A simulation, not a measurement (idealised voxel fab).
process module | voxel local oxidation
Pictured: cross-section cut, 175 nm wide, on a grid of 5 nm square cells.
Cross-section layout: square cells on a grid; listed as bands, top to bottom; a band spans one or more cell rows.
In this notation a band is specified by the heights of its top and bottom, in that order and in nm, after which its materials appear from left to right, each paired with its width in nm. The word "everywhere" attached to a single material means that material fills the band from edge to edge; the word "empty" stands for empty space.
Counting heights begins at 0, where everything beneath is, in the wafer as received, one material. The lowest band has no bottom; it goes on downwards, as "0 -> down" shows.
So if you see something like "30..40" for the width, read it as the top row of the band sitting at the first number and the bottom row at the second, with every row in between moving by the same amount as the last.
Step note "all unchanged" = no cross-section cell changed.
You'll see "Internal closed voids" listing empty spaces that have no way open to the top, as long as they're 8 cells or more; the notation is width x height at distance, where the distance is from the left edge, and all of it is in nm.
Past the settings on a step's line: simulator remark, on that step.
The setting "overlay nm" may be written on the line of a step. When the step uses a mask, the value reports how far to the right of the planned place the mask lay, and a negative value reports that it lay to the left.

### Listed below are the process steps as planned
1) RECEIVE, material Si
2) CONFORMAL_DEP, material SiO2, thk nm 5
3) CONFORMAL_DEP, material SiN, thk nm 15
4) MASKED_ETCH, tone cover, mask id ACTIVE, width nm 90, etch materials SiN, depth nm 15, overlay nm 0
5) SELECTIVE_ETCH, etch materials SiO2, depth nm 5
6) OXIDIZE, depth nm 15
7) STRIP, etch materials SiN

### The first of the two wafers, which ran as planned

### Wafer as received: cross-section following step 1
0 -> down | Si everywhere
Internal closed voids: none

### Wafer after step 2 (cross-section)
5 -> 0 | SiO2 everywhere
Everything below 0 is unchanged.

### Wafer after step 3 (cross-section)
20 -> 5 | SiN everywhere
Everything below 5 is unchanged.

### Wafer after step 4 (cross-section)
20 -> 5 | 40 of empty, then 90 of SiN, then 45 of empty
Everything below 5 is unchanged.

### Wafer after step 5 (cross-section)
20 -> 5 | 40 of empty, then 90 of SiN, then 45 of empty
5 -> 0 | 45 of empty, then 80 of SiO2, then 50 of empty
Everything below 0 is unchanged.

### Wafer after step 6 (cross-section)
20 -> 5 | 40 of empty, then 90 of SiN, then 45 of empty
5 -> 0 | 45 of empty, then 80 of SiO2, then 50 of empty
0 -> -15 | 60 of SiO2, then 50 of Si, then 65 of SiO2
Everything below -15 is unchanged.

### Wafer after step 7 (cross-section)
5 -> 0 | 45 of empty, then 80 of SiO2, then 50 of empty
Everything below 0 is unchanged.

### For the second wafer, take the first wafer's start and plan, then add one mistake made in running it; everything through step 3, that step included, is shared with the first

### Cross-sectional view of the second wafer at the intended end time of process step 4
20 -> 5 | 50 of empty, then 90 of SiN, then 35 of empty
Everything below 5 is unchanged.

### Cross-sectional view of the second wafer at the intended end time of process step 5
20 -> 5 | 50 of empty, then 90 of SiN, then 35 of empty
5 -> 0 | 55 of empty, then 80 of SiO2, then 40 of empty
Everything below 0 is unchanged.

### Cross-sectional view of the second wafer at the intended end time of process step 6
20 -> 5 | 50 of empty, then 90 of SiN, then 35 of empty
5 -> 0 | 55 of empty, then 80 of SiO2, then 40 of empty
0 -> -15 | 70 of SiO2, then 50 of Si, then 55 of SiO2
Everything below -15 is unchanged.

### Cross-sectional view of the second wafer at the intended end time of process step 7
5 -> 0 | 55 of empty, then 80 of SiO2, then 40 of empty
Everything below 0 is unchanged.
What was the processing mistake? for step 4, the planned setting was not used; the step was instead run as MASKED_ETCH, tone cover, mask id ACTIVE, width nm 90, etch materials SiN, depth nm 15, overlay nm 10
at the end the second wafer has, in cells: as many of each material as the first, in other places
